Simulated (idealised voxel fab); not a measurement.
A process module follows: voxel double patterning.
This is section cut - it's 230 nm across, gridded in 5 nm square cells.
Cross-section layout: square cells on a grid; listed as bands, top to bottom; a band spans one or more cell rows. A band entry consists of two parts. The first gives the height of the band's top and the height of its bottom, in nm. The rest lists the band's materials from left to right, each with its width in nm. A single material labelled with the word "everywhere" fills the band from edge to edge, and the word "blank" marks empty space. Ref level 0: as-received wafer is one material below here. Bottom band extends down with no lower bound ("from 0 down"). You'd read "30->40" like this: the band's top row of cells is as wide as the first number, its bottom row is as wide as the second, and going down, every row changes width by the same amount as the row before did. "no alteration" (step): cross-section cells unchanged, all of them. In "Non-vented voids" the enclosed voids are listed, meaning empty spaces of 8 cells or larger without any opening to the top. The form is width x height at distance, distance from the left edge, units nm. Heads up: the bit after the settings on a step's line is the simulator's remark on that step. A step's line can hold "overlay nm"; with a mask on that step, the setting says how far right of the planned place the mask lay, while a negative setting says it lay to the left.
The following list gives the planned process steps:
| 1 | RECEIVE [material Si] |
| 2 | CONFORMAL_DEP [material SiO2] [thk nm 5] |
| 3 | DIRECTIONAL_DEP [material TiN] [thk nm 10] |
| 4 | DIRECTIONAL_DEP [material SiCN] [thk nm 5] |
| 5 | DIRECTIONAL_DEP [material aC] [thk nm 15] |
| 6 | PATTERN [tone open] [mask id FIRST] [material resist] [width nm 15] [pitch nm 50] [thk nm 30] [overlay nm 0] |
| 7 | DIRECTIONAL_ETCH [etch materials aC] [depth nm 15] |
| 8 | STRIP [etch materials resist] |
| 9 | DIRECTIONAL_ETCH [etch materials SiCN] [depth nm 5] |
| 10 | STRIP [etch materials aC] |
| 11 | MASKED_ETCH [tone open] [mask id SECOND] [width nm 15] [etch materials SiCN] [depth nm 5] [overlay nm 0] |
| 12 | DIRECTIONAL_ETCH [etch materials TiN] [depth nm 10] |
| 13 | STRIP [etch materials SiCN] |
Wafer, first of two, run as planned:
Cross-section, incoming material, after step 1:
> from 0 down = Si everywhere
> Non-vented voids: none
How the wafer stands in section after step 2:
> from 5 to 0 = SiO2 everywhere
> Lower than 0, everything is as it was.
How the wafer stands in section after step 3:
> from 15 to 5 = TiN everywhere
> Lower than 5, everything is as it was.
How the wafer stands in section after step 4:
> from 20 to 15 = SiCN everywhere
> Lower than 15, everything is as it was.
How the wafer stands in section after step 5:
> from 35 to 20 = aC everywhere
> Lower than 20, everything is as it was.
How the wafer stands in section after step 6:
> from 65 to 35 = resist (80), then blank (15), then resist (35), then blank (15), then resist (85)
> Lower than 35, everything is as it was.
How the wafer stands in section after step 7:
> from 50 to 35 = resist (80), then blank (15), then resist (35), then blank (15), then resist (85)
> from 35 to 20 = aC (80), then blank (15), then aC (35), then blank (15), then aC (85)
> Lower than 20, everything is as it was.
How the wafer stands in section after step 8:
> from 35 to 20 = aC (80), then blank (15), then aC (35), then blank (15), then aC (85)
> Lower than 20, everything is as it was.
How the wafer stands in section after step 9:
> from 35 to 20 = aC (80), then blank (15), then aC (35), then blank (15), then aC (85)
> from 20 to 15 = SiCN (80), then blank (15), then SiCN (35), then blank (15), then SiCN (85)
> Lower than 15, everything is as it was.
How the wafer stands in section after step 10:
> from 20 to 15 = SiCN (80), then blank (15), then SiCN (35), then blank (15), then SiCN (85)
> Lower than 15, everything is as it was.
How the wafer stands in section after step 11:
> from 20 to 15 = SiCN (80), then blank (15), then SiCN (10), then blank (15), then SiCN (10), then blank (15), then SiCN (85)
> Lower than 15, everything is as it was.
How the wafer stands in section after step 12:
> from 20 to 15 = SiCN (80), then blank (15), then SiCN (10), then blank (15), then SiCN (10), then blank (15), then SiCN (85)
> from 15 to 5 = TiN (80), then blank (15), then TiN (10), then blank (15), then TiN (10), then blank (15), then TiN (85)
> Lower than 5, everything is as it was.
How the wafer stands in section after step 13:
> from 15 to 5 = TiN (80), then blank (15), then TiN (10), then blank (15), then TiN (10), then blank (15), then TiN (85)
> Lower than 5, everything is as it was.
Second wafer: same start and same plan as the first, one execution error; identical to the first through step 10:
Second wafer at the planned finish of step 11, seen in cross-section:
> from 20 to 15 = SiCN (80), then blank (15), then SiCN (10), then blank (20), then SiCN (5), then blank (15), then SiCN (85)
> Lower than 15, everything is as it was.
Second wafer at the planned finish of step 12, seen in cross-section:
> from 20 to 15 = SiCN (80), then blank (15), then SiCN (10), then blank (20), then SiCN (5), then blank (15), then SiCN (85)
> from 15 to 5 = TiN (80), then blank (15), then TiN (10), then blank (20), then TiN (5), then blank (15), then TiN (85)
> Lower than 5, everything is as it was.
Second wafer at the planned finish of step 13, seen in cross-section:
> from 15 to 5 = TiN (80), then blank (15), then TiN (10), then blank (20), then TiN (5), then blank (15), then TiN (85)
> Lower than 5, everything is as it was.
Misprocessing identified: off-plan run, step 11, actual operation and settings MASKED_ETCH [tone open] [mask id SECOND] [width nm 20] [etch materials SiCN] [depth nm 5] [overlay nm 0]
Upon completion, the second wafer contains, in terms of cells, a greater or smaller amount of certain materials than the first wafer: TiN: 2 fewer
